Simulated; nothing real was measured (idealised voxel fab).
Process module name: voxel trench capacitor
The width of the displayed cross-section, cut, is 230 nm; its cells are square, with a size of 5 nm.
Just so we're on the same page, the cross-sections are grids of square cells, and they're listed out in bands top to bottom, each band one or more rows deep.
Read a band's entry like this: the first values are the height of its top and the height of its bottom in nm, and what follows is the sequence of materials from left to right, each with its width in nm. Note that "air" is empty space, and that a single material marked "everywhere" reaches across the band from edge to edge.
Convention: height 0 is the level below which the wafer, as received, is all one material. The lowest band does not terminate at the bottom but continues downward, represented as "0 and below".
Graded width ("30->40"): value in top row of band = first number; value in bottom row = second number; row-to-row change constant.
Where a step carries "changes: none", the cross-section came out of it unchanged, cell for cell.
The entry titled "Enclosed void entries" provides the empty spaces that have no open way to the top, restricted to those of 8 cells or more. Each is presented as width x height at distance, the distance being measured from the left edge, with all three in nm.
Text after the settings on a step's line: the simulator's own remark on that step.
overlay nm: step with mask; distance mask lay right of planned place; negative value = left of planned place.

## Planned step list for the process
1 RECEIVE (material Si)
2 CONFORMAL_DEP (material SiN; thk nm 5)
3 MASKED_ETCH (tone open; mask id TRENCH; width nm 15; pitch nm 30; etch materials SiN; depth nm 5; overlay nm 0)
4 MASKED_ETCH (tone open; mask id TRENCH; width nm 15; pitch nm 30; etch materials Si; depth nm 35; overlay nm 0)
5 CONFORMAL_DEP (material Al2O3; thk nm 5)
6 FILL_DEP (material polySi; thk nm 5)
7 CMP (height nm 5)

## Shown in cross-section is the wafer as received, that is, as it stands after step 1
	0 and below = Si everywhere
	Enclosed void entries: none

## Post-module cross-section: identical start and plan to those above, one misstep in execution
	5 down to 0 = 55 nm SiN; 15 nm Al2O3; 15 nm SiN; 15 nm Al2O3; 15 nm SiN; 15 nm Al2O3; 15 nm SiN; 15 nm Al2O3; 70 nm SiN
	0 down to -35 = 60 nm Si; 10 nm Al2O3; 20 nm Si; 10 nm Al2O3; 20 nm Si; 10 nm Al2O3; 20 nm Si; 10 nm Al2O3; 70 nm Si
	-35 and below = Si everywhere
	Enclosed void entries: none
In executing the process, a mistake was made relative to the plan: off-plan run, step 3, actual operation and settings MASKED_ETCH (tone open; mask id TRENCH; width nm 15; pitch nm 30; etch materials SiN; depth nm 5; overlay nm -5)
